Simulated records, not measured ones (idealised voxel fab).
process module | voxel gate over fins
cross-section cut | 155 nm wide | cells 5 nm
A cross-section is a grid of square cells, given in bands from the top down. A band is one or more rows of cells.
Each band's line starts with the height of the band's top and of its bottom, in nm. Then come its materials from left to right, each with its width in nm. One material with "throughout" fills the band from edge to edge. "air" is empty space.
Height 0 is the level under which the wafer as received is all one material. The lowest band goes on downwards, as in "0 down".
A width such as "30 to 40" changes by the same amount from each row of cells to the next, from the band's top row to its bottom row.
"no change" after a step means that no cell of the cross-section changed.
closed voids: empty space of 8 cells or more with no open way to the top, each as width x height at its distance from the left edge, in nm
after a step's settings: what the simulator itself notes on the step
overlay nm, on a step with a mask: how far to the right of its planned place the mask lay; to the left if negative
plan
1 op RECEIVE | material Si
2 op CONFORMAL_DEP | material SiN | thk nm 10
3 op DIRECTIONAL_DEP | material aC | thk nm 10
4 op PATTERN | tone cover | mask id FINS | material resist | width nm 15 | pitch nm 35 | thk nm 30 | overlay nm 0
5 op DIRECTIONAL_ETCH | etch materials aC | depth nm 10
6 op STRIP | etch materials resist
7 op DIRECTIONAL_ETCH | etch materials SiN | depth nm 10
8 op DIRECTIONAL_ETCH | etch materials Si | depth nm 40
9 op STRIP | etch materials aC
10 op FILL_DEP | material SiO2 | thk nm 10
11 op CMP | height nm 10
12 op SELECTIVE_ETCH | etch materials SiO2 | depth nm 25
13 op STRIP | etch materials SiN
14 op CONFORMAL_DEP | material HfO2 | thk nm 5
15 op CONFORMAL_DEP | material TiN | thk nm 5
16 op FILL_DEP | material W | thk nm 10
17 op CMP | height nm 15
18 op CONFORMAL_DEP | material SiN | thk nm 10
as received, after step 1
  0 down: Si throughout
  closed voids: none
first wafer at the end, as planned
  25 to 15: SiN throughout
  15 to 10: W throughout
  10 to 5: W 40 | TiN 70 | W 45
  5 to 0: W 40 | TiN 5 | HfO2 25 | TiN 10 | HfO2 25 | TiN 5 | W 45
  0 to -5: W 40 | TiN 5 | HfO2 5 | Si 15 | HfO2 5 | TiN 10 | HfO2 5 | Si 15 | HfO2 5 | TiN 5 | W 45
  -5 to -10: TiN 45 | HfO2 5 | Si 15 | HfO2 5 | TiN 10 | HfO2 5 | Si 15 | HfO2 5 | TiN 50
  -10 to -15: HfO2 50 | Si 15 | HfO2 20 | Si 15 | HfO2 55
  -15 to -40: SiO2 50 | Si 15 | SiO2 20 | Si 15 | SiO2 55
  -40 down: Si throughout
  closed voids: none
second wafer at the end: like start, like plan, one mistake
  25 to 15: SiN throughout
  15 to 10: W throughout
  10 to 5: W 40 | TiN 70 | W 45
  5 to 0: W 40 | TiN 5 | HfO2 25 | TiN 10 | HfO2 25 | TiN 5 | W 45
  0 to -5: W 40 | TiN 5 | HfO2 5 | Si 15 | HfO2 5 | TiN 10 | HfO2 5 | Si 15 | HfO2 5 | TiN 5 | W 45
  -5 to -10: TiN 35 | W 5 | TiN 5 | HfO2 5 | Si 15 | HfO2 5 | TiN 10 | HfO2 5 | Si 15 | HfO2 5 | TiN 5 | W 5 | TiN 40
  -10 to -15: HfO2 30 | TiN 5 | W 5 | TiN 5 | HfO2 5 | Si 15 | HfO2 5 | TiN 10 | HfO2 5 | Si 15 | HfO2 5 | TiN 5 | W 5 | TiN 5 | HfO2 35
  -15 to -20: SiO2 25 | HfO2 5 | TiN 15 | HfO2 5 | Si 15 | HfO2 5 | TiN 10 | HfO2 5 | Si 15 | HfO2 5 | TiN 15 | HfO2 5 | SiO2 30
  -20 to -25: SiO2 25 | HfO2 25 | Si 15 | HfO2 20 | Si 15 | HfO2 25 | SiO2 30
  -25 to -40: SiO2 50 | Si 15 | SiO2 20 | Si 15 | SiO2 55
  -40 down: Si throughout
  closed voids: none
what went wrong: steps 12 and 13 were swapped
at the end the second wafer has, in cells: 12 more of HfO2 | 28 fewer of SiO2 | 12 more of TiN | 4 more of W
